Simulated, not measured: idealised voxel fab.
voxel ribs on slabs: a process module
FYI the section here is cut, 275 nm wide, cells are 5 nm squares.
Cross-section spec: square-cell grid; bands listed top down; each band is one or more rows. Heads up on the band format: heights come first, top then bottom, in nm. After that it's the materials left to right, each with its width in nm. A single material flagged "full width" fills the whole band edge to edge, and "air" means there's empty space there. Measure heights from 0. That's the level where, below it, the as-received wafer is all one material. The lowest band is bottomless and extends downward; write it as in "z 0 and below". Graded width ("30..40"): value in top row of band = first number; value in bottom row = second number; row-to-row change constant. Where a step carries "nothing altered", the cross-section came out of it unchanged, cell for cell. In the "Closed-off voids" entry, you get each enclosed empty space of 8 cells or more, one with no open way to the top, written width x height at distance, distance from the left edge, in nm. Text after the settings on a step's line: the simulator's own remark on that step. "overlay nm" denotes, for a step that has a mask, the displacement of the mask to the right of its planned place, with negative values corresponding to the left.

Planned step list for the process:
1,RECEIVE: material Si
2,DIRECTIONAL_DEP: material SiO2, thk nm 30
3,DIRECTIONAL_DEP: material polySi, thk nm 25
4,MASKED_ETCH: tone cover, mask id RIB, width nm 15, etch materials polySi, depth nm 15, overlay nm -15
5,PATTERN: tone cover, mask id SLAB, material resist, width nm 75, thk nm 15, overlay nm 0
6,DIRECTIONAL_ETCH: etch materials polySi, depth nm 10
7,STRIP: etch materials resist
8,FILL_DEP: material SiO2, thk nm 25
9,CMP: height nm 75
10,DIRECTIONAL_DEP: material W, thk nm 5
11,DIRECTIONAL_DEP: material aC, thk nm 15
12,PATTERN: tone cover, mask id HEATER, material resist, width nm 25, thk nm 30, overlay nm 0
13,DIRECTIONAL_ETCH: etch materials aC, depth nm 15
14,STRIP: etch materials resist
15,DIRECTIONAL_ETCH: etch materials W, depth nm 5
16,STRIP: etch materials aC
17,CONFORMAL_DEP: material SiO2, thk nm 10
Heads up: all these wafers start the same, and what changes between them is the overlay nm in step 4. The value you see in the plan is just what the first wafer got.

This is how the first of several wafers looked in cross-section when it arrived, which is after step 1:
- z 0 and below = Si full width
- Closed-off voids: none

Every row in this table is a wafer at the end of the module, and it gives, for each of the materials, the cells that wafer has gained (+) or lost (-) since it was received, then its closed voids:
overlay nm -15; +900 SiO2; +5 W; +39 polySi; Closed-off voids: none
overlay nm -10; +900 SiO2; +5 W; +39 polySi; Closed-off voids: none
overlay nm -5; +900 SiO2; +5 W; +39 polySi; Closed-off voids: none
overlay nm 0; +900 SiO2; +5 W; +39 polySi; Closed-off voids: none
overlay nm 5; +900 SiO2; +5 W; +39 polySi; Closed-off voids: none
overlay nm 10; +900 SiO2; +5 W; +39 polySi; Closed-off voids: none
overlay nm 15; +900 SiO2; +5 W; +39 polySi; Closed-off voids: none
